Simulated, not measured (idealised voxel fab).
Name of the process module below: voxel wiring stack
It is cross-section cut that appears here, measuring 285 nm in width, its square cells being 5 nm in size.
Cross-section = grid of square cells, listed top down in bands; band = one or more rows. Heads up on the band format: heights come first, top then bottom, in nm. After that it's the materials left to right, each with its width in nm. A single material flagged "everywhere" fills the whole band edge to edge, and "blank" means there's empty space there. Heights are reckoned from 0. Under this level, the received wafer is all of one material. The bottommost band is open-ended downward, for example "z 0 and below". Think of "30->40" as a width that walks from the first number to the second as you go down the band, top row to bottom row, taking equal-sized steps from row to row. Given "nothing altered" for a step, no cell of the cross-section differs between before and after that step. The entry "Closed void catalog" lists the empty spaces that cover at least 8 cells and have no open path to the top. Each is written as width x height at distance, where the distance is measured from the left edge and all three values are in nm. If you see something after the settings on a step's line, that's the simulator's own remark about that step. overlay nm: mask right of planned place by this much (step with mask). Neg. = left.
### The steps planned for the process are as follows
| 1 | RECEIVE with material Si |
| 2 | CONFORMAL_DEP with material SiO2, thk nm 15 |
| 3 | CONFORMAL_DEP with material SiN, thk nm 5 |
| 4 | DIRECTIONAL_DEP with material SiO2, thk nm 20 |
| 5 | DIRECTIONAL_DEP with material aC, thk nm 15 |
| 6 | PATTERN with tone open, mask id METAL_1, material resist, width nm 25, pitch nm 50, thk nm 35, overlay nm 0 |
| 7 | DIRECTIONAL_ETCH with etch materials aC, depth nm 15 |
| 8 | STRIP with etch materials resist |
| 9 | DIRECTIONAL_ETCH with etch materials SiO2, depth nm 20 |
| 10 | DIRECTIONAL_ETCH with etch materials SiN, depth nm 5 |
| 11 | STRIP with etch materials aC |
| 12 | CONFORMAL_DEP with material TiN, thk nm 5 |
| 13 | FILL_DEP with material W, thk nm 5 |
| 14 | CMP with height nm 40 |
| 15 | EPI with material Ru, thk nm 5 |
| 16 | FILL_DEP with material SiCN, thk nm 5 |
| 17 | DIRECTIONAL_DEP with material SiO2, thk nm 15 |
| 18 | PATTERN with tone open, mask id PLUG_1, material resist, width nm 15, pitch nm 50, thk nm 20, overlay nm 0 |
| 19 | DIRECTIONAL_ETCH with etch materials SiO2, depth nm 15 |
| 20 | DIRECTIONAL_ETCH with etch materials SiCN, depth nm 5 |
| 21 | STRIP with etch materials resist |
| 22 | CONFORMAL_DEP with material TiN, thk nm 5 |
| 23 | FILL_DEP with material Ru, thk nm 10 |
| 24 | CMP with height nm 65 |
| 25 | CONFORMAL_DEP with material SiN, thk nm 5 |
| 26 | DIRECTIONAL_DEP with material lowk, thk nm 20 |
| 27 | MASKED_ETCH with tone open, mask id METAL_2, width nm 25, pitch nm 50, etch materials lowk, depth nm 20, overlay nm 0 |
| 28 | MASKED_ETCH with tone open, mask id METAL_2, width nm 25, pitch nm 50, etch materials SiN, depth nm 5, overlay nm 0 |
| 29 | CONFORMAL_DEP with material TiN, thk nm 5 |
| 30 | FILL_DEP with material Cu, thk nm 5 |
| 31 | CMP with height nm 90 |
| 32 | CONFORMAL_DEP with material SiCN, thk nm 5 |
### Wafer, first of two, run as planned
### Wafer at receipt (post step 1), cross-section
  z 0 and below | Si everywhere
  Closed void catalog: none
### Cross-section of the wafer subsequent to step 2
  z 15 to 0 | SiO2 everywhere
  At heights below 0, the structure remains unaltered.
### Cross-section of the wafer subsequent to step 3
  z 20 to 15 | SiN everywhere
  At heights below 15, the structure remains unaltered.
### Cross-section of the wafer subsequent to step 4
  z 40 to 20 | SiO2 everywhere
  At heights below 20, the structure remains unaltered.
### Cross-section of the wafer subsequent to step 5
  z 55 to 40 | aC everywhere
  At heights below 40, the structure remains unaltered.
### Cross-section of the wafer subsequent to step 6
  z 90 to 55 | resist=80; blank=25; resist=25; blank=25; resist=25; blank=25; resist=80
  At heights below 55, the structure remains unaltered.
### Cross-section of the wafer subsequent to step 7
  z 75 to 55 | resist=80; blank=25; resist=25; blank=25; resist=25; blank=25; resist=80
  z 55 to 40 | aC=80; blank=25; aC=25; blank=25; aC=25; blank=25; aC=80
  At heights below 40, the structure remains unaltered.
### Cross-section of the wafer subsequent to step 8
  z 55 to 40 | aC=80; blank=25; aC=25; blank=25; aC=25; blank=25; aC=80
  At heights below 40, the structure remains unaltered.
### Cross-section of the wafer subsequent to step 9
  z 55 to 40 | aC=80; blank=25; aC=25; blank=25; aC=25; blank=25; aC=80
  z 40 to 20 | SiO2=80; blank=25; SiO2=25; blank=25; SiO2=25; blank=25; SiO2=80
  At heights below 20, the structure remains unaltered.
### Cross-section of the wafer subsequent to step 10
  z 55 to 40 | aC=80; blank=25; aC=25; blank=25; aC=25; blank=25; aC=80
  z 40 to 20 | SiO2=80; blank=25; SiO2=25; blank=25; SiO2=25; blank=25; SiO2=80
  z 20 to 15 | SiN=80; blank=25; SiN=25; blank=25; SiN=25; blank=25; SiN=80
  At heights below 15, the structure remains unaltered.
### Cross-section of the wafer subsequent to step 11
  z 40 to 20 | SiO2=80; blank=25; SiO2=25; blank=25; SiO2=25; blank=25; SiO2=80
  At heights below 20, the structure remains unaltered.
### Cross-section of the wafer subsequent to step 12
  z 45 to 40 | TiN=85; blank=15; TiN=35; blank=15; TiN=35; blank=15; TiN=85
  z 40 to 20 | SiO2=80; TiN=5; blank=15; TiN=5; SiO2=25; TiN=5; blank=15; TiN=5; SiO2=25; TiN=5; blank=15; TiN=5; SiO2=80
  z 20 to 15 | SiN=80; TiN=25; SiN=25; TiN=25; SiN=25; TiN=25; SiN=80
  At heights below 15, the structure remains unaltered.
### Cross-section of the wafer subsequent to step 13
  z 50 to 45 | W everywhere
  z 45 to 40 | TiN=85; W=15; TiN=35; W=15; TiN=35; W=15; TiN=85
  z 40 to 20 | SiO2=80; TiN=5; W=15; TiN=5; SiO2=25; TiN=5; W=15; TiN=5; SiO2=25; TiN=5; W=15; TiN=5; SiO2=80
  At heights below 20, the structure remains unaltered.
### Cross-section of the wafer subsequent to step 14
  z 40 to 20 | SiO2=80; TiN=5; W=15; TiN=5; SiO2=25; TiN=5; W=15; TiN=5; SiO2=25; TiN=5; W=15; TiN=5; SiO2=80
  At heights below 20, the structure remains unaltered.
### Cross-section of the wafer subsequent to step 15
  z 45 to 40 | blank=75; Ru=35; blank=15; Ru=35; blank=15; Ru=35; blank=75
  At heights below 40, the structure remains unaltered.
### Cross-section of the wafer subsequent to step 16
  z 50 to 45 | SiCN everywhere
  z 45 to 40 | SiCN=75; Ru=35; SiCN=15; Ru=35; SiCN=15; Ru=35; SiCN=75
  At heights below 40, the structure remains unaltered.
### Cross-section of the wafer subsequent to step 17
  z 65 to 50 | SiO2 everywhere
  At heights below 50, the structure remains unaltered.
### Cross-section of the wafer subsequent to step 18
  z 85 to 65 | resist=80; blank=15; resist=35; blank=15; resist=35; blank=15; resist=90
  At heights below 65, the structure remains unaltered.
### Cross-section of the wafer subsequent to step 19
  z 85 to 65 | resist=80; blank=15; resist=35; blank=15; resist=35; blank=15; resist=90
  z 65 to 50 | SiO2=80; blank=15; SiO2=35; blank=15; SiO2=35; blank=15; SiO2=90
  At heights below 50, the structure remains unaltered.
### Cross-section of the wafer subsequent to step 20
  z 85 to 65 | resist=80; blank=15; resist=35; blank=15; resist=35; blank=15; resist=90
  z 65 to 50 | SiO2=80; blank=15; SiO2=35; blank=15; SiO2=35; blank=15; SiO2=90
  z 50 to 45 | SiCN=80; blank=15; SiCN=35; blank=15; SiCN=35; blank=15; SiCN=90
  At heights below 45, the structure remains unaltered.
### Cross-section of the wafer subsequent to step 21
  z 65 to 50 | SiO2=80; blank=15; SiO2=35; blank=15; SiO2=35; blank=15; SiO2=90
  At heights below 50, the structure remains unaltered.
### Cross-section of the wafer subsequent to step 22
  z 70 to 65 | TiN=85; blank=5; TiN=45; blank=5; TiN=45; blank=5; TiN=95
  z 65 to 50 | SiO2=80; TiN=5; blank=5; TiN=5; SiO2=35; TiN=5; blank=5; TiN=5; SiO2=35; TiN=5; blank=5; TiN=5; SiO2=90
  z 50 to 45 | SiCN=80; TiN=15; SiCN=35; TiN=15; SiCN=35; TiN=15; SiCN=90
  At heights below 45, the structure remains unaltered.
### Cross-section of the wafer subsequent to step 23
  z 80 to 70 | Ru everywhere
  z 70 to 65 | TiN=85; Ru=5; TiN=45; Ru=5; TiN=45; Ru=5; TiN=95
  z 65 to 50 | SiO2=80; TiN=5; Ru=5; TiN=5; SiO2=35; TiN=5; Ru=5; TiN=5; SiO2=35; TiN=5; Ru=5; TiN=5; SiO2=90
  At heights below 50, the structure remains unaltered.
### Cross-section of the wafer subsequent to step 24
  z 65 to 50 | SiO2=80; TiN=5; Ru=5; TiN=5; SiO2=35; TiN=5; Ru=5; TiN=5; SiO2=35; TiN=5; Ru=5; TiN=5; SiO2=90
  At heights below 50, the structure remains unaltered.
### Cross-section of the wafer subsequent to step 25
  z 70 to 65 | SiN everywhere
  At heights below 65, the structure remains unaltered.
### Cross-section of the wafer subsequent to step 26
  z 90 to 70 | lowk everywhere
  At heights below 70, the structure remains unaltered.
### Cross-section of the wafer subsequent to step 27
  z 90 to 70 | lowk=80; blank=25; lowk=25; blank=25; lowk=25; blank=25; lowk=80
  At heights below 70, the structure remains unaltered.
### Cross-section of the wafer subsequent to step 28
  z 90 to 70 | lowk=80; blank=25; lowk=25; blank=25; lowk=25; blank=25; lowk=80
  z 70 to 65 | SiN=80; blank=25; SiN=25; blank=25; SiN=25; blank=25; SiN=80
  At heights below 65, the structure remains unaltered.
### Cross-section of the wafer subsequent to step 29
  z 95 to 90 | TiN=85; blank=15; TiN=35; blank=15; TiN=35; blank=15; TiN=85
  z 90 to 70 | lowk=80; TiN=5; blank=15; TiN=5; lowk=25; TiN=5; blank=15; TiN=5; lowk=25; TiN=5; blank=15; TiN=5; lowk=80
  z 70 to 65 | SiN=80; TiN=25; SiN=25; TiN=25; SiN=25; TiN=25; SiN=80
  At heights below 65, the structure remains unaltered.
### Cross-section of the wafer subsequent to step 30
  z 100 to 95 | Cu everywhere
  z 95 to 90 | TiN=85; Cu=15; TiN=35; Cu=15; TiN=35; Cu=15; TiN=85
  z 90 to 70 | lowk=80; TiN=5; Cu=15; TiN=5; lowk=25; TiN=5; Cu=15; TiN=5; lowk=25; TiN=5; Cu=15; TiN=5; lowk=80
  At heights below 70, the structure remains unaltered.
### Cross-section of the wafer subsequent to step 31
  z 90 to 70 | lowk=80; TiN=5; Cu=15; TiN=5; lowk=25; TiN=5; Cu=15; TiN=5; lowk=25; TiN=5; Cu=15; TiN=5; lowk=80
  At heights below 70, the structure remains unaltered.
### Cross-section of the wafer subsequent to step 32
  z 95 to 90 | SiCN everywhere
  At heights below 90, the structure remains unaltered.
### second wafer: like start, like plan, one mistake. Through step 27 it matches the first wafer
### Second wafer, sectioned view, at step 28's planned end time
  z 90 to 70 | lowk=80; blank=25; lowk=25; blank=25; lowk=25; blank=25; lowk=80
  z 70 to 65 | SiN=80; blank=20; SiN=30; blank=20; SiN=30; blank=20; SiN=85
  At heights below 65, the structure remains unaltered.
### Second wafer, sectioned view, at step 29's planned end time
  z 95 to 90 | TiN=85; blank=15; TiN=35; blank=15; TiN=35; blank=15; TiN=85
  z 90 to 75 | lowk=80; TiN=5; blank=15; TiN=5; lowk=25; TiN=5; blank=15; TiN=5; lowk=25; TiN=5; blank=15; TiN=5; lowk=80
  z 75 to 70 | lowk=80; TiN=5; blank=10; TiN=10; lowk=25; TiN=5; blank=10; TiN=10; lowk=25; TiN=5; blank=10; TiN=10; lowk=80
  z 70 to 65 | SiN=80; TiN=20; SiN=30; TiN=20; SiN=30; TiN=20; SiN=85
  At heights below 65, the structure remains unaltered.
### Second wafer, sectioned view, at step 30's planned end time
  z 100 to 95 | Cu everywhere
  z 95 to 90 | TiN=85; Cu=15; TiN=35; Cu=15; TiN=35; Cu=15; TiN=85
  z 90 to 75 | lowk=80; TiN=5; Cu=15; TiN=5; lowk=25; TiN=5; Cu=15; TiN=5; lowk=25; TiN=5; Cu=15; TiN=5; lowk=80
  z 75 to 70 | lowk=80; TiN=5; Cu=10; TiN=10; lowk=25; TiN=5; Cu=10; TiN=10; lowk=25; TiN=5; Cu=10; TiN=10; lowk=80
  At heights below 70, the structure remains unaltered.
### Second wafer, sectioned view, at step 31's planned end time
  z 90 to 75 | lowk=80; TiN=5; Cu=15; TiN=5; lowk=25; TiN=5; Cu=15; TiN=5; lowk=25; TiN=5; Cu=15; TiN=5; lowk=80
  At heights below 75, the structure remains unaltered.
### Second wafer, sectioned view, at step 32's planned end time
  z 95 to 90 | SiCN everywhere
  At heights below 90, the structure remains unaltered.
The mistake made against the process plan was this: step 28 was run on a setting that differed from the plan, and what really ran there is MASKED_ETCH with tone open, mask id METAL_2, width nm 25, pitch nm 50, etch materials SiN, depth nm 5, overlay nm -5
Heads up, by the end the second wafer has more or fewer cells of some materials compared to the first: 3 fewer of Cu | 3 more of SiN
